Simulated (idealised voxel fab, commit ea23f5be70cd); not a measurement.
process module | voxel self aligned vias
The width of the displayed cross-section, cut, is 180 nm; its cells are square, with a size of 5 nm.
We lay out every cross-section as a grid of square cells and spell it out in bands from the top down, where one band means one or more rows of cells. Band: top and bottom heights (nm) first, top before bottom; then materials from left to right, widths in nm. "edge to edge" marks a sole material filling the band edge to edge. "empty" denotes empty space. Convention: height 0 is the level below which the wafer, as received, is all one material. The lowest band does not terminate at the bottom but continues downward, represented as "0 -> down". The notation "30->40" denotes a width that varies across the rows of cells in the band, beginning at the first number in the top row, finishing at the second number in the bottom row, and changing by an identical amount from each row to the next. Any step labelled "stayed the same" changed none of the cells in the cross-section. You'll see "Enclosed void inventory" listing empty spaces that have no way open to the top, as long as they're 8 cells or more; the notation is width x height at distance, where the distance is from the left edge, and all of it is in nm. Formally, on a step line, whatever follows the settings is a remark that the simulator itself makes on the step. overlay nm: where the mask lay relative to plan, measured to the right, on steps with a mask; negatives go left.

plan
step 1: RECEIVE | material Si
step 2: CONFORMAL_DEP | material SiO2 | thk nm 15
step 3: CONFORMAL_DEP | material SiCN | thk nm 5
step 4: DIRECTIONAL_DEP | material lowk | thk nm 25
step 5: DIRECTIONAL_DEP | material aC | thk nm 10
step 6: PATTERN | tone open | mask id LINES | material resist | width nm 20 | pitch nm 55 | thk nm 25 | overlay nm 0
step 7: DIRECTIONAL_ETCH | etch materials aC | depth nm 10
step 8: STRIP | etch materials resist
step 9: DIRECTIONAL_ETCH | etch materials lowk | depth nm 25
step 10: STRIP | etch materials aC
step 11: CONFORMAL_DEP | material TiN | thk nm 5
step 12: FILL_DEP | material Ru | thk nm 5
step 13: CMP | height nm 45
step 14: SELECTIVE_ETCH | etch materials W Ru TiN | depth nm 5
step 15: FILL_DEP | material SiN | thk nm 10
step 16: CMP | height nm 45
step 17: DIRECTIONAL_DEP | material lowk | thk nm 15
step 18: PATTERN | tone open | mask id VIAS | material resist | width nm 40 | pitch nm 55 | thk nm 15 | overlay nm 0
step 19: DIRECTIONAL_ETCH | etch materials lowk | depth nm 15
step 20: DIRECTIONAL_ETCH | etch materials SiN | depth nm 5
step 21: STRIP | etch materials resist
step 22: CONFORMAL_DEP | material TiN | thk nm 5
step 23: FILL_DEP | material W | thk nm 10
step 24: CMP | height nm 60
step 25: CONFORMAL_DEP | material SiN | thk nm 5

Delivered wafer in cross-section: state after step 1
    0 -> down: Si edge to edge
    Enclosed void inventory: none

Wafer at module end, in section. Began as above, planned as above, run with one mistake
    65 -> 60: SiN edge to edge
    60 -> 45: lowk 15 | TiN 5 | W 30 | TiN 5 | lowk 15 | TiN 5 | W 30 | TiN 5 | lowk 15 | TiN 5 | W 30 | TiN 5 | lowk 15
    45 -> 40: SiN 15 | TiN 40 | SiN 15 | TiN 40 | SiN 15 | TiN 40 | SiN 15
    40 -> 35: TiN 30 | Ru 10 | TiN 45 | Ru 10 | TiN 45 | Ru 10 | TiN 30
    35 -> 15: lowk 25 | TiN 5 | Ru 10 | TiN 5 | lowk 35 | TiN 5 | Ru 10 | TiN 5 | lowk 35 | TiN 5 | Ru 10 | TiN 5 | lowk 25
    15 -> 10: lowk 25 | TiN 20 | lowk 35 | TiN 20 | lowk 35 | TiN 20 | lowk 25
    10 -> 5: SiCN edge to edge
    5 -> 0: SiO2 edge to edge
    0 -> down: Si edge to edge
    Enclosed void inventory: none
Plan not followed: step 2 ran as: CONFORMAL_DEP | material SiO2 | thk nm 5
